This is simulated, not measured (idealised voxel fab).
process module | voxel gate over fins
cross-section cut | 290 nm wide | cells 5 nm
A cross-section is a grid of square cells, given in bands from the top down. A band is one or more rows of cells.
Each band's line starts with the height of the band's top and of its bottom, in nm. Then come its materials from left to right, each with its width in nm. One material with "throughout" fills the band from edge to edge. "air" is empty space.
Height 0 is the level under which the wafer as received is all one material. The lowest band goes on downwards, as in "0 down".
A width such as "30 to 40" changes by the same amount from each row of cells to the next, from the band's top row to its bottom row.
"no change" after a step means that no cell of the cross-section changed.
closed voids: empty space of 8 cells or more with no open way to the top, each as width x height at its distance from the left edge, in nm
after a step's settings: what the simulator itself notes on the step
overlay nm, on a step with a mask: how far to the right of its planned place the mask lay; to the left if negative
plan
1 op RECEIVE | material Si
2 op CONFORMAL_DEP | material SiN | thk nm 5
3 op PATTERN | tone cover | mask id FINS | material resist | width nm 15 | pitch nm 45 | thk nm 15 | overlay nm 0
4 op DIRECTIONAL_ETCH | etch materials SiN | depth nm 5
5 op DIRECTIONAL_ETCH | etch materials Si | depth nm 30
6 op STRIP | etch materials resist
7 op OXIDIZE | depth nm 5
8 op FILL_DEP | material SiO2 | thk nm 5
9 op CMP | height nm 5
10 op SELECTIVE_ETCH | etch materials SiO2 | depth nm 15
11 op STRIP | etch materials SiN
12 op CONFORMAL_DEP | material HfO2 | thk nm 5
13 op CONFORMAL_DEP | material TiN | thk nm 5
14 op FILL_DEP | material W | thk nm 15
15 op CMP | height nm 20
16 op CONFORMAL_DEP | material SiCN | thk nm 10
as received, after step 1
  0 down: Si throughout
  closed voids: none
first wafer at the end, as planned
  30 to 20: SiCN throughout
  20 to 10: W throughout
  10 to 5: W 85 | TiN 25 | W 20 | TiN 25 | W 20 | TiN 25 | W 90
  5 to 0: W 85 | TiN 5 | HfO2 15 | TiN 5 | W 20 | TiN 5 | HfO2 15 | TiN 5 | W 20 | TiN 5 | HfO2 15 | TiN 5 | W 90
  0 to -5: TiN 90 | HfO2 5 | Si 5 | HfO2 5 | TiN 30 | HfO2 5 | Si 5 | HfO2 5 | TiN 30 | HfO2 5 | Si 5 | HfO2 5 | TiN 95
  -5 to -10: HfO2 95 | Si 5 | HfO2 40 | Si 5 | HfO2 40 | Si 5 | HfO2 100
  -10 to -35: SiO2 95 | Si 5 | SiO2 40 | Si 5 | SiO2 40 | Si 5 | SiO2 100
  -35 down: Si throughout
  closed voids: none
second wafer at the end: like start, like plan, one mistake
  30 to 20: SiCN throughout
  20 to 5: W throughout
  5 to 0: W 90 | TiN 15 | W 30 | TiN 15 | W 30 | TiN 15 | W 95
  0 to -5: W 90 | TiN 5 | Si 5 | TiN 5 | W 30 | TiN 5 | Si 5 | TiN 5 | W 30 | TiN 5 | Si 5 | TiN 5 | W 95
  -5 to -10: TiN 95 | Si 5 | TiN 40 | Si 5 | TiN 40 | Si 5 | TiN 100
  -10 to -35: SiO2 95 | Si 5 | SiO2 40 | Si 5 | SiO2 40 | Si 5 | SiO2 100
  -35 down: Si throughout
  closed voids: none
what went wrong: step 12 was left out
at the end the second wafer has, in cells: 70 fewer of HfO2 | 70 more of W
